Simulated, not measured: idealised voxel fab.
process module | voxel self aligned contacts
cross-section cut | 170 nm wide | cells 5 nm
A cross-section is a grid of square cells, given in bands from the top down. A band is one or more rows of cells.
Each band's line starts with the height of the band's top and of its bottom, in nm. Then come its materials from left to right, each with its width in nm. One material with "throughout" fills the band from edge to edge. "air" is empty space.
Height 0 is the level under which the wafer as received is all one material. The lowest band goes on downwards, as in "0 down".
A width such as "30 to 40" changes by the same amount from each row of cells to the next, from the band's top row to its bottom row.
"no change" after a step means that no cell of the cross-section changed.
closed voids: empty space of 8 cells or more with no open way to the top, each as width x height at its distance from the left edge, in nm
after a step's settings: what the simulator itself notes on the step
overlay nm, on a step with a mask: how far to the right of its planned place the mask lay; to the left if negative
plan
1 op RECEIVE | material Si
2 op CONFORMAL_DEP | material SiO2 | thk nm 5
3 op DIRECTIONAL_DEP | material polySi | thk nm 30
4 op DIRECTIONAL_DEP | material SiN | thk nm 15
5 op DIRECTIONAL_DEP | material aC | thk nm 10
6 op PATTERN | tone cover | mask id GATE | material resist | width nm 25 | pitch nm 55 | thk nm 30 | overlay nm 0
7 op DIRECTIONAL_ETCH | etch materials aC | depth nm 10
8 op STRIP | etch materials resist
9 op DIRECTIONAL_ETCH | etch materials SiN | depth nm 15
10 op DIRECTIONAL_ETCH | etch materials polySi | depth nm 30
11 op STRIP | etch materials aC
12 op CONFORMAL_DEP | material SiN | thk nm 5
13 op DIRECTIONAL_ETCH | etch materials SiN | depth nm 5
14 op FILL_DEP | material SiO2 | thk nm 20
15 op CMP | height nm 60
16 op MASKED_ETCH | tone open | mask id CONTACT | width nm 40 | pitch nm 55 | etch materials SiO2 | depth nm 60 | overlay nm 0
17 op CONFORMAL_DEP | material TiN | thk nm 5
18 op FILL_DEP | material W | thk nm 10
19 op CMP | height nm 60
20 op CONFORMAL_DEP | material SiCN | thk nm 5
varied across the wafers: thk nm of step 2. The plan shows the first wafer's value. All wafers start alike
first wafer as received, after step 1
  0 down: Si throughout
  closed voids: none
first wafer at the end, after step 20
  65 to 60: SiCN throughout
  60 to 50: SiO2 35 | TiN 5 to 15 | W 30 to 10 | TiN 5 to 15 | SiO2 15 | TiN 5 to 15 | W 30 to 10 | TiN 5 to 15 | SiO2 40
  50 to 35: SiO2 10 | SiN 35 | TiN 5 | W 10 | TiN 5 | SiN 35 | TiN 5 | W 10 | TiN 5 | SiN 35 | SiO2 15
  35 to 5: SiO2 10 | SiN 5 | polySi 25 | SiN 5 | TiN 5 | W 10 | TiN 5 | SiN 5 | polySi 25 | SiN 5 | TiN 5 | W 10 | TiN 5 | SiN 5 | polySi 25 | SiN 5 | SiO2 15
  5 to 0: SiO2 45 | TiN 20 | SiO2 35 | TiN 20 | SiO2 50
  0 down: Si throughout
  closed voids: none
last wafer at the end
  65 to 60: SiCN throughout
  60 to 50: SiO2 10 | SiN 35 | TiN 5 | W 10 | TiN 5 | SiN 35 | TiN 5 | W 10 | TiN 5 | SiN 35 | SiO2 15
  50 to 20: SiO2 10 | SiN 5 | polySi 25 | SiN 5 | TiN 5 | W 10 | TiN 5 | SiN 5 | polySi 25 | SiN 5 | TiN 5 | W 10 | TiN 5 | SiN 5 | polySi 25 | SiN 5 | SiO2 15
  20 to 5: SiO2 45 | TiN 5 | W 10 | TiN 5 | SiO2 35 | TiN 5 | W 10 | TiN 5 | SiO2 50
  5 to 0: SiO2 45 | TiN 20 | SiO2 35 | TiN 20 | SiO2 50
  0 down: Si throughout
  closed voids: none
each wafer at the end: cells of each material gained (+) or lost (-) since it was received, then its closed voids
thk nm 5 | +34 SiCN | +99 SiN | +107 SiO2 | +60 TiN | +52 W | +90 polySi | closed voids: none
thk nm 10 | +34 SiCN | +99 SiN | +115 SiO2 | +60 TiN | +44 W | +90 polySi | closed voids: none
thk nm 15 | +34 SiCN | +99 SiN | +123 SiO2 | +52 TiN | +44 W | +90 polySi | closed voids: none
thk nm 20 | +34 SiCN | +78 SiN | +144 SiO2 | +52 TiN | +44 W | +90 polySi | closed voids: none
